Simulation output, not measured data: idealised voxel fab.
The following process module bears the name voxel capacitor over wiring.
It is cross-section cut that appears here, measuring 150 nm in width, its square cells being 5 nm in size.
Each cross-section below is a grid of square cells, stated as bands in top-down order, with one or more rows of cells making up each band.
Top, bottom (nm), then materials left to right with widths (nm); lone material tagged "full width" fills the whole band edge to edge; "air" = empty space.
Measure heights from 0. That's the level where, below it, the as-received wafer is all one material. The lowest band is bottomless and extends downward; write it as in "z 0 and below".
When a width is written as two numbers, as in "30->40", the first number is the width in the top row of cells of the band and the second is the width in its bottom row, and the width changes by the same amount from each row to the next.
Step note "no alteration" = no cross-section cell changed.
"Closed void roster": sealed empty spaces, 8 cells or more, no open way to top, listed width x height at distance, with distance from the left edge and width, height and distance in nm.
It should be noted that, on the line of a given step, the content following the step's settings is a remark produced by the simulator itself with respect to that step.
overlay nm: step with mask; distance mask lay right of planned place; negative value = left of planned place.

### List of planned process steps
| 1 | RECEIVE,material Si |
| 2 | CONFORMAL_DEP,material SiO2,thk nm 15 |
| 3 | CONFORMAL_DEP,material SiN,thk nm 5 |
| 4 | DIRECTIONAL_DEP,material lowk,thk nm 20 |
| 5 | PATTERN,tone open,mask id METAL_1,material resist,width nm 25,pitch nm 90,thk nm 20,overlay nm 0 |
| 6 | DIRECTIONAL_ETCH,etch materials lowk,depth nm 20 |
| 7 | DIRECTIONAL_ETCH,etch materials SiN,depth nm 5 |
| 8 | STRIP,etch materials resist |
| 9 | CONFORMAL_DEP,material TiN,thk nm 5 |
| 10 | FILL_DEP,material W,thk nm 5 |
| 11 | CMP,height nm 40 |
| 12 | CONFORMAL_DEP,material SiCN,thk nm 5 |
| 13 | DIRECTIONAL_DEP,material lowk,thk nm 20 |
| 14 | DIRECTIONAL_DEP,material aC,thk nm 15 |
| 15 | PATTERN,tone open,mask id PLUG_1,material resist,width nm 15,thk nm 35,overlay nm 0 |
| 16 | DIRECTIONAL_ETCH,etch materials aC,depth nm 15 |
| 17 | STRIP,etch materials resist |
| 18 | DIRECTIONAL_ETCH,etch materials lowk,depth nm 20 |
| 19 | DIRECTIONAL_ETCH,etch materials SiCN,depth nm 5 |
| 20 | STRIP,etch materials aC |
| 21 | EPI,material Ru,thk nm 10 |
| 22 | EPI,material Ru,thk nm 10 |
| 23 | EPI,material Ru,thk nm 5 |
| 24 | DIRECTIONAL_DEP,material TiN,thk nm 10 |
| 25 | DIRECTIONAL_DEP,material Al2O3,thk nm 5 |
| 26 | DIRECTIONAL_DEP,material TiN,thk nm 5 |
| 27 | PATTERN,tone cover,mask id UPPER_PLATE,material resist,width nm 70,thk nm 20,overlay nm 0 |
| 28 | DIRECTIONAL_ETCH,etch materials TiN,depth nm 5 |
| 29 | DIRECTIONAL_ETCH,etch materials Al2O3,depth nm 5 |
| 30 | STRIP,etch materials resist |
| 31 | DIRECTIONAL_DEP,material aC,thk nm 10 |
| 32 | PATTERN,tone cover,mask id LOWER_PLATE,material resist,width nm 80,thk nm 25,overlay nm 0 |
| 33 | DIRECTIONAL_ETCH,etch materials aC,depth nm 10 |
| 34 | STRIP,etch materials resist |
| 35 | DIRECTIONAL_ETCH,etch materials TiN,depth nm 10 |
| 36 | STRIP,etch materials aC |
| 37 | FILL_DEP,material SiO2,thk nm 20 |
| 38 | CMP,height nm 100 |
| 39 | DIRECTIONAL_DEP,material aC,thk nm 15 |
| 40 | PATTERN,tone open,mask id PLUG_2,material resist,width nm 15,thk nm 30,overlay nm 0 |
| 41 | DIRECTIONAL_ETCH,etch materials aC,depth nm 15 |
| 42 | STRIP,etch materials resist |
| 43 | DIRECTIONAL_ETCH,etch materials SiO2,depth nm 15 |
| 44 | STRIP,etch materials aC |
| 45 | CONFORMAL_DEP,material TiN,thk nm 5 |
| 46 | FILL_DEP,material Cu,thk nm 10 |
| 47 | CMP,height nm 100 |
| 48 | CONFORMAL_DEP,material SiCN,thk nm 5 |

### Cross-section, incoming material, after step 1
> z 0 and below | Si full width
> Closed void roster: none

### End-of-module cross-section of the first of two wafers, processed as planned
> z 105 to 100 | SiCN full width
> z 100 to 90 | SiO2 (35); TiN (5); Cu (5); TiN (5); SiO2 (100)
> z 90 to 80 | SiO2 (35->25); TiN (15->70); SiO2 (100->55)
> z 80 to 75 | SiO2 (25); Al2O3 (70); SiO2 (55)
> z 75 to 65 | SiO2 (20); TiN (80); SiO2 (50)
> z 65 to 45 | lowk (25); Ru (15); lowk (110)
> z 45 to 40 | SiCN (25); Ru (15); SiCN (110)
> z 40 to 20 | lowk (15); TiN (5); W (15); TiN (5); lowk (65); TiN (5); W (15); TiN (5); lowk (20)
> z 20 to 15 | SiN (15); TiN (25); SiN (65); TiN (25); SiN (20)
> z 15 to 0 | SiO2 full width
> z 0 and below | Si full width
> Closed void roster: none

### Cross-section, second wafer: same start as the first, same plan as the first, one mistake in running it; taken at the end of the module
> z 105 to 100 | SiCN full width
> z 100 to 90 | SiO2 (35); TiN (5); Cu (5); TiN (5); SiO2 (100)
> z 90 to 80 | SiO2 (35->25); TiN (15->70); SiO2 (100->55)
> z 80 to 75 | SiO2 (25); Al2O3 (70); SiO2 (55)
> z 75 to 65 | SiO2 (20); TiN (80); SiO2 (50)
> z 65 to 45 | lowk (25); Ru (15); lowk (110)
> z 45 to 40 | SiCN (25); Ru (15); SiCN (110)
> z 40 to 20 | lowk (20); TiN (5); W (10); TiN (5); lowk (70); TiN (5); W (10); TiN (5); lowk (20)
> z 20 to 15 | SiN (20); TiN (20); SiN (70); TiN (20); SiN (20)
> z 15 to 0 | SiO2 full width
> z 0 and below | Si full width
> Closed void roster: none
Error vs. plan: step 5 changed vs plan, executed as PATTERN,tone open,mask id METAL_1,material resist,width nm 20,pitch nm 90,thk nm 20,overlay nm 0
In the final state, the cell counts of the second wafer exceed or fall short of those of the first for the following materials: 2 more of SiN; 2 fewer of TiN; 8 fewer of W; 8 more of lowk
